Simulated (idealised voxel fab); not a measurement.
The following process module bears the name voxel wiring stack.
It is cross-section cut that appears here, measuring 190 nm in width, its square cells being 5 nm in size.
Reading order for cross-sections: top band down to bottom band. Underlying form: a grid of square cells. Band size: one or more rows of cells. Basically the band line says how high the top is and how high the bottom is, in nm, and then what's in it from left to right, every material with its width in nm. Empty space shows up as "blank", and if a single material carries "throughout" it runs the full band edge to edge. It should be noted that heights are counted from 0, beneath which the wafer as supplied is of one material throughout, and that the lowest band possesses no lower boundary but continues downward, as written in "z 0 and below". Think of "30 to 40" as a width that walks from the first number to the second as you go down the band, top row to bottom row, taking equal-sized steps from row to row. The cross-section has no changed cell in any step marked "changes: none". In the "Closed cavities" entry, you get each enclosed empty space of 8 cells or more, one with no open way to the top, written width x height at distance, distance from the left edge, in nm. after a step's settings: what the simulator itself notes on the step. A step's line can hold "overlay nm"; with a mask on that step, the setting says how far right of the planned place the mask lay, while a negative setting says it lay to the left.

-- Listed below are the process steps as planned
| 1 | RECEIVE, material Si |
| 2 | CONFORMAL_DEP, material SiO2, thk nm 15 |
| 3 | CONFORMAL_DEP, material SiN, thk nm 5 |
| 4 | DIRECTIONAL_DEP, material lowk, thk nm 25 |
| 5 | PATTERN, tone open, mask id METAL_1, material resist, width nm 20, pitch nm 40, thk nm 15, overlay nm 0 |
| 6 | DIRECTIONAL_ETCH, etch materials lowk, depth nm 25 |
| 7 | DIRECTIONAL_ETCH, etch materials SiN, depth nm 5 |
| 8 | STRIP, etch materials resist |
| 9 | CONFORMAL_DEP, material TiN, thk nm 5 |
| 10 | FILL_DEP, material W, thk nm 10 |
| 11 | CMP, height nm 45 |
| 12 | EPI, material Ru, thk nm 5 |
| 13 | FILL_DEP, material SiCN, thk nm 5 |
| 14 | DIRECTIONAL_DEP, material lowk, thk nm 30 |
| 15 | DIRECTIONAL_DEP, material aC, thk nm 10 |
| 16 | PATTERN, tone open, mask id METAL_2, material resist, width nm 20, pitch nm 40, thk nm 25, overlay nm 0 |
| 17 | DIRECTIONAL_ETCH, etch materials aC, depth nm 10 |
| 18 | STRIP, etch materials resist |
| 19 | DIRECTIONAL_ETCH, etch materials lowk, depth nm 20 |
| 20 | STRIP, etch materials aC |
| 21 | PATTERN, tone open, mask id METAL_2_HOLES, material resist, width nm 15, pitch nm 40, thk nm 20, overlay nm 0 |
| 22 | DIRECTIONAL_ETCH, etch materials lowk, depth nm 10 |
| 23 | DIRECTIONAL_ETCH, etch materials SiCN, depth nm 5 |
| 24 | STRIP, etch materials resist |
| 25 | CONFORMAL_DEP, material TiN, thk nm 5 |
| 26 | FILL_DEP, material Ru, thk nm 5 |
| 27 | CMP, height nm 85 |
| 28 | CONFORMAL_DEP, material SiCN, thk nm 5 |
| 29 | DIRECTIONAL_DEP, material lowk, thk nm 15 |
| 30 | DIRECTIONAL_DEP, material aC, thk nm 15 |
| 31 | PATTERN, tone open, mask id PLUG_2, material resist, width nm 15, thk nm 30, overlay nm 0 |
| 32 | DIRECTIONAL_ETCH, etch materials aC, depth nm 15 |
| 33 | STRIP, etch materials resist |
| 34 | DIRECTIONAL_ETCH, etch materials lowk, depth nm 15 |
| 35 | DIRECTIONAL_ETCH, etch materials SiCN, depth nm 5 |
| 36 | STRIP, etch materials aC |
| 37 | CONFORMAL_DEP, material TiN, thk nm 5 |
| 38 | FILL_DEP, material Cu, thk nm 5 |
| 39 | CMP, height nm 105 |
| 40 | CONFORMAL_DEP, material SiCN, thk nm 5 |
| 41 | DIRECTIONAL_DEP, material SiO2, thk nm 15 |
| 42 | PATTERN, tone open, mask id METAL_3, material resist, width nm 20, pitch nm 40, thk nm 20, overlay nm 0 |
| 43 | DIRECTIONAL_ETCH, etch materials SiO2, depth nm 15 |
| 44 | DIRECTIONAL_ETCH, etch materials SiCN, depth nm 5 |
| 45 | STRIP, etch materials resist |
| 46 | CONFORMAL_DEP, material TiN, thk nm 5 |
| 47 | FILL_DEP, material Cu, thk nm 10 |
| 48 | CMP, height nm 125 |
| 49 | CONFORMAL_DEP, material SiN, thk nm 5 |

-- Cross-section of the wafer as it came to us, i.e., already through step 1
	z 0 and below  Si throughout
	Closed cavities: none

-- The cross-section shown corresponds to the wafer at the conclusion of the module. The initial structure and the process plan are those presented above; however, one mistake occurred in executing the plan
	z 130 to 125  SiN throughout
	z 125 to 110  SiO2=65 / TiN=5 / Cu=10 / TiN=5 / SiO2=20 / TiN=5 / Cu=10 / TiN=5 / SiO2=65
	z 110 to 105  SiCN=65 / TiN=20 / SiCN=20 / TiN=20 / SiCN=65
	z 105 to 90  lowk=60 / TiN=5 / Cu=15 / TiN=5 / lowk=105
	z 90 to 85  SiCN=60 / TiN=25 / SiCN=105
	z 85 to 70  lowk=65 / TiN=5 / Ru=10 / TiN=5 / lowk=20 / TiN=5 / Ru=10 / TiN=5 / lowk=65
	z 70 to 65  lowk=65 / TiN=5 / Ru=5 / TiN=10 / lowk=20 / TiN=5 / Ru=5 / TiN=10 / lowk=65
	z 65 to 55  lowk=65 / TiN=5 / Ru=5 / TiN=5 / lowk=25 / TiN=5 / Ru=5 / TiN=5 / lowk=70
	z 55 to 50  SiCN=65 / TiN=15 / SiCN=25 / TiN=15 / SiCN=70
	z 50 to 45  SiCN=60 / Ru=30 / SiCN=10 / Ru=30 / SiCN=60
	z 45 to 20  lowk=65 / TiN=5 / W=10 / TiN=5 / lowk=20 / TiN=5 / W=10 / TiN=5 / lowk=65
	z 20 to 15  SiN=65 / TiN=20 / SiN=20 / TiN=20 / SiN=65
	z 15 to 0  SiO2 throughout
	z 0 and below  Si throughout
	Closed cavities: none
what went wrong: step 31, actual vs plan mismatch, actual run PATTERN, tone open, mask id PLUG_2, material resist, width nm 25, thk nm 30, overlay nm 0
